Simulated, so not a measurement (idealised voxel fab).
The document below concerns the process module designated voxel capacitor over wiring.
Section cut is 190 nm wide and gridded with 5 nm square cells.
Each cross-section below is a grid of square cells, stated as bands in top-down order, with one or more rows of cells making up each band. What a band's entry tells you: where the top is and where the bottom is, as heights in nm, and after that what lies inside, material by material from left to right, each with its width in nm. Empty space is written as the word "air", and a single material marked with the word "edge to edge" occupies the band from edge to edge. A quick word on heights: they are counted from 0, and under that level the wafer as it came to us is one material throughout. The lowest band is different from the rest in having no bottom; it simply continues downward, written as in "from 0 down". The notation "30->40" denotes a width that varies across the rows of cells in the band, beginning at the first number in the top row, finishing at the second number in the bottom row, and changing by an identical amount from each row to the next. Step marked "no alterations made"? Then no cell in the cross-section changed in it. Under "Closed empty spaces" you'll find the enclosed gaps, the ones with no way out to the top, that are 8 cells or bigger; each reads width x height at distance, with distance counted from the left edge, everything in nm. Heads up: the bit after the settings on a step's line is the simulator's remark on that step. The setting "overlay nm" may be written on the line of a step. When the step uses a mask, the value reports how far to the right of the planned place the mask lay, and a negative value reports that it lay to the left.

## Steps planned for the process
- 1: RECEIVE | material Si
- 2: CONFORMAL_DEP | material SiO2 | thk nm 10
- 3: DIRECTIONAL_DEP | material TiN | thk nm 5
- 4: DIRECTIONAL_DEP | material W | thk nm 15
- 5: DIRECTIONAL_DEP | material aC | thk nm 10
- 6: PATTERN | tone cover | mask id METAL_1 | material resist | width nm 30 | pitch nm 100 | thk nm 25 | overlay nm 0
- 7: DIRECTIONAL_ETCH | etch materials aC | depth nm 10
- 8: STRIP | etch materials resist
- 9: DIRECTIONAL_ETCH | etch materials W | depth nm 15
- 10: DIRECTIONAL_ETCH | etch materials TiN | depth nm 5
- 11: STRIP | etch materials aC
- 12: FILL_DEP | material SiO2 | thk nm 10
- 13: CMP | height nm 30
- 14: CONFORMAL_DEP | material SiCN | thk nm 5
- 15: DIRECTIONAL_DEP | material SiO2 | thk nm 20
- 16: PATTERN | tone open | mask id PLUG_1 | material resist | width nm 15 | thk nm 15 | overlay nm 0
- 17: DIRECTIONAL_ETCH | etch materials SiO2 | depth nm 20
- 18: DIRECTIONAL_ETCH | etch materials SiCN | depth nm 5
- 19: STRIP | etch materials resist
- 20: EPI | material Ru | thk nm 10
- 21: EPI | material Ru | thk nm 10
- 22: EPI | material Ru | thk nm 5
- 23: DIRECTIONAL_DEP | material TiN | thk nm 5
- 24: DIRECTIONAL_DEP | material HfO2 | thk nm 5
- 25: DIRECTIONAL_DEP | material TiN | thk nm 10
- 26: DIRECTIONAL_DEP | material aC | thk nm 10
- 27: PATTERN | tone cover | mask id UPPER_PLATE | material resist | width nm 75 | thk nm 30 | overlay nm 0
- 28: DIRECTIONAL_ETCH | etch materials aC | depth nm 10
- 29: STRIP | etch materials resist
- 30: DIRECTIONAL_ETCH | etch materials TiN | depth nm 10
- 31: DIRECTIONAL_ETCH | etch materials HfO2 | depth nm 5
- 32: STRIP | etch materials aC
- 33: DIRECTIONAL_DEP | material aC | thk nm 10
- 34: PATTERN | tone cover | mask id LOWER_PLATE | material resist | width nm 85 | thk nm 25 | overlay nm 0
- 35: DIRECTIONAL_ETCH | etch materials aC | depth nm 10
- 36: STRIP | etch materials resist
- 37: DIRECTIONAL_ETCH | etch materials TiN | depth nm 5
- 38: STRIP | etch materials aC
- 39: FILL_DEP | material SiO2 | thk nm 15
- 40: CMP | height nm 85
- 41: DIRECTIONAL_DEP | material aC | thk nm 15
- 42: PATTERN | tone open | mask id PLUG_2 | material resist | width nm 15 | thk nm 35 | overlay nm 0
- 43: DIRECTIONAL_ETCH | etch materials aC | depth nm 15
- 44: STRIP | etch materials resist
- 45: DIRECTIONAL_ETCH | etch materials SiO2 | depth nm 10
- 46: STRIP | etch materials aC
- 47: CONFORMAL_DEP | material TiN | thk nm 5
- 48: FILL_DEP | material Ru | thk nm 5
- 49: CMP | height nm 85
- 50: CONFORMAL_DEP | material SiN | thk nm 5

## As-received state of the wafer in cross-section, equivalent to post-step 1
  from 0 down | Si edge to edge
  Closed empty spaces: none

## Cross-sectional result after module completion. Note: starting condition and plan are unchanged from above; one processing mistake was made
  from 90 to 85 | SiN edge to edge
  from 85 to 80 | SiO2 55 nm; TiN 5 nm; Ru 5 nm; TiN 5 nm; SiO2 120 nm
  from 80 to 75 | SiO2 55 nm; TiN 15 nm; SiO2 120 nm
  from 75 to 65 | SiO2 45 nm; TiN 75 nm; SiO2 70 nm
  from 65 to 60 | SiO2 45 nm; HfO2 75 nm; SiO2 70 nm
  from 60 to 55 | SiO2 40 nm; TiN 90 nm; SiO2 60 nm
  from 55 to 35 | SiO2 45 nm; Ru 15 nm; SiO2 130 nm
  from 35 to 30 | SiCN 45 nm; Ru 15 nm; SiCN 130 nm
  from 30 to 15 | SiO2 30 nm; W 30 nm; SiO2 70 nm; W 30 nm; SiO2 30 nm
  from 15 to 10 | SiO2 30 nm; TiN 30 nm; SiO2 70 nm; TiN 30 nm; SiO2 30 nm
  from 10 to 0 | SiO2 edge to edge
  from 0 down | Si edge to edge
  Closed empty spaces: none
What went wrong in running the wafer? contrary to plan, step 34 was performed as PATTERN | tone cover | mask id LOWER_PLATE | material resist | width nm 90 | thk nm 25 | overlay nm 0
